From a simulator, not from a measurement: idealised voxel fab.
process module | voxel self aligned vias
cross-section cut | 280 nm wide | cells 5 nm
A cross-section is a grid of square cells, given in bands from the top down. A band is one or more rows of cells.
Each band's line starts with the height of the band's top and of its bottom, in nm. Then come its materials from left to right, each with its width in nm. One material with "throughout" fills the band from edge to edge. "air" is empty space.
Height 0 is the level under which the wafer as received is all one material. The lowest band goes on downwards, as in "0 down".
A width such as "30 to 40" changes by the same amount from each row of cells to the next, from the band's top row to its bottom row.
"no change" after a step means that no cell of the cross-section changed.
closed voids: empty space of 8 cells or more with no open way to the top, each as width x height at its distance from the left edge, in nm
after a step's settings: what the simulator itself notes on the step
overlay nm, on a step with a mask: how far to the right of its planned place the mask lay; to the left if negative
plan
1 op RECEIVE | material Si
2 op CONFORMAL_DEP | material SiO2 | thk nm 10
3 op CONFORMAL_DEP | material SiCN | thk nm 5
4 op DIRECTIONAL_DEP | material SiO2 | thk nm 25
5 op PATTERN | tone open | mask id LINES | material resist | width nm 20 | pitch nm 50 | thk nm 15 | overlay nm 0
6 op DIRECTIONAL_ETCH | etch materials SiO2 | depth nm 25
7 op STRIP | etch materials resist
8 op CONFORMAL_DEP | material TiN | thk nm 5
9 op FILL_DEP | material Ru | thk nm 10
10 op CMP | height nm 40
11 op SELECTIVE_ETCH | etch materials W Ru TiN | depth nm 5
12 op FILL_DEP | material SiN | thk nm 10
13 op CMP | height nm 40
14 op DIRECTIONAL_DEP | material SiO2 | thk nm 20
15 op MASKED_ETCH | tone open | mask id VIAS | width nm 30 | pitch nm 50 | etch materials SiO2 | depth nm 20 | overlay nm 0
16 op MASKED_ETCH | tone open | mask id VIAS | width nm 30 | pitch nm 50 | etch materials SiN | depth nm 5 | overlay nm 0
17 op CONFORMAL_DEP | material TiN | thk nm 5
18 op FILL_DEP | material W | thk nm 10
19 op CMP | height nm 60
20 op CONFORMAL_DEP | material SiCN | thk nm 5
as received, after step 1
  0 down: Si throughout
  closed voids: none
first wafer at the end, as planned
  65 to 60: SiCN throughout
  60 to 45: SiO2 75 | TiN 5 | W 20 | TiN 5 | SiO2 20 | TiN 5 | W 20 | TiN 5 | SiO2 20 | TiN 5 | W 20 | TiN 5 | SiO2 75
  45 to 40: SiO2 75 | TiN 10 | W 10 | TiN 10 | SiO2 20 | TiN 10 | W 10 | TiN 10 | SiO2 20 | TiN 10 | W 10 | TiN 10 | SiO2 75
  40 to 35: SiO2 80 | TiN 20 | SiO2 30 | TiN 20 | SiO2 30 | TiN 20 | SiO2 80
  35 to 20: SiO2 80 | TiN 5 | Ru 10 | TiN 5 | SiO2 30 | TiN 5 | Ru 10 | TiN 5 | SiO2 30 | TiN 5 | Ru 10 | TiN 5 | SiO2 80
  20 to 15: SiO2 80 | TiN 20 | SiO2 30 | TiN 20 | SiO2 30 | TiN 20 | SiO2 80
  15 to 10: SiCN throughout
  10 to 0: SiO2 throughout
  0 down: Si throughout
  closed voids: none
second wafer at the end: like start, like plan, one mistake
  65 to 60: SiCN throughout
  60 to 40: SiO2 75 | TiN 5 | W 20 | TiN 5 | SiO2 20 | TiN 5 | W 20 | TiN 5 | SiO2 20 | TiN 5 | W 20 | TiN 5 | SiO2 75
  40 to 35: SiO2 75 | TiN 30 | SiO2 20 | TiN 30 | SiO2 20 | TiN 30 | SiO2 75
  35 to 20: SiO2 75 | TiN 10 | Ru 10 | TiN 10 | SiO2 20 | TiN 10 | Ru 10 | TiN 10 | SiO2 20 | TiN 10 | Ru 10 | TiN 10 | SiO2 75
  20 to 15: SiO2 80 | TiN 20 | SiO2 30 | TiN 20 | SiO2 30 | TiN 20 | SiO2 80
  15 to 10: SiCN throughout
  10 to 0: SiO2 throughout
  0 down: Si throughout
  closed voids: none
what went wrong: step 15 was run twice
at the end the second wafer has, in cells: 24 fewer of SiO2 | 18 more of TiN | 6 more of W
